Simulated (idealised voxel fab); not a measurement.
The process module that follows is named voxel spacer lines.
210 nm wide, 5 nm square cells: that's cross-section cut.
Each cross-section below is a grid of square cells, stated as bands in top-down order, with one or more rows of cells making up each band.
Read a band's entry like this: the first values are the height of its top and the height of its bottom in nm, and what follows is the sequence of materials from left to right, each with its width in nm. Note that "air" is empty space, and that a single material marked "throughout" reaches across the band from edge to edge.
Height reference: 0 = level under which incoming wafer is all one material. Lowest band: no bottom, runs on downward, e.g. "0 nm and below".
Width: "30 to 40" (first number = top row, second number = bottom row, same change from row to row of cells).
Key: "no alteration" - step with no changed cell in the cross-section.
Entry "Closed internal cavities". Content: empty spaces with no open connection to the top, size 8 cells or greater. Each: width x height at distance. Distance: from left edge. Unit: nm.
Past the settings on a step's line: simulator remark, on that step.
"overlay nm" answers the question of how far to the right of plan the mask lay on a step that has a mask, and when it is negative the answer is to the left.
[The following list gives the planned process steps]
1) RECEIVE (material Si)
2) CONFORMAL_DEP (material Al2O3; thk nm 5)
3) DIRECTIONAL_DEP (material polySi; thk nm 20)
4) DIRECTIONAL_DEP (material aC; thk nm 30)
5) PATTERN (tone cover; mask id MANDREL; material resist; width nm 25; pitch nm 70; thk nm 40; overlay nm 0)
6) DIRECTIONAL_ETCH (etch materials aC; depth nm 30)
7) STRIP (etch materials resist)
8) CONFORMAL_DEP (material SiN; thk nm 10)
9) DIRECTIONAL_ETCH (etch materials SiN; depth nm 10)
10) STRIP (etch materials aC)
11) DIRECTIONAL_ETCH (etch materials polySi; depth nm 20)
12) STRIP (etch materials SiN)
13) FILL_DEP (material SiO2; thk nm 5)
14) CMP (height nm 25)
[As received (post step 1): cross-section]
  0 nm and below | Si throughout
  Closed internal cavities: none
[First wafer of two, sectioned at end of module; run went per plan]
  25 nm to 5 nm | SiO2: 45, then polySi: 10, then SiO2: 25, then polySi: 10, then SiO2: 25, then polySi: 10, then SiO2: 25, then polySi: 10, then SiO2: 50
  5 nm to 0 nm | Al2O3 throughout
  0 nm and below | Si throughout
  Closed internal cavities: none
[Now the second wafer, cross-sectioned at the end of the module. Nothing different at the start, nothing different in the plan compared with the first, just one mistake when it was actually run]
  25 nm to 20 nm | Al2O3 throughout
  20 nm to 0 nm | polySi throughout
  0 nm and below | Si throughout
  Closed internal cavities: none
what went wrong: step 3 occupied the plan position of step 2, and the converse holds as well
Count the cells at the end and the second wafer has more or fewer of some materials than the first: -136 SiO2, +136 polySi
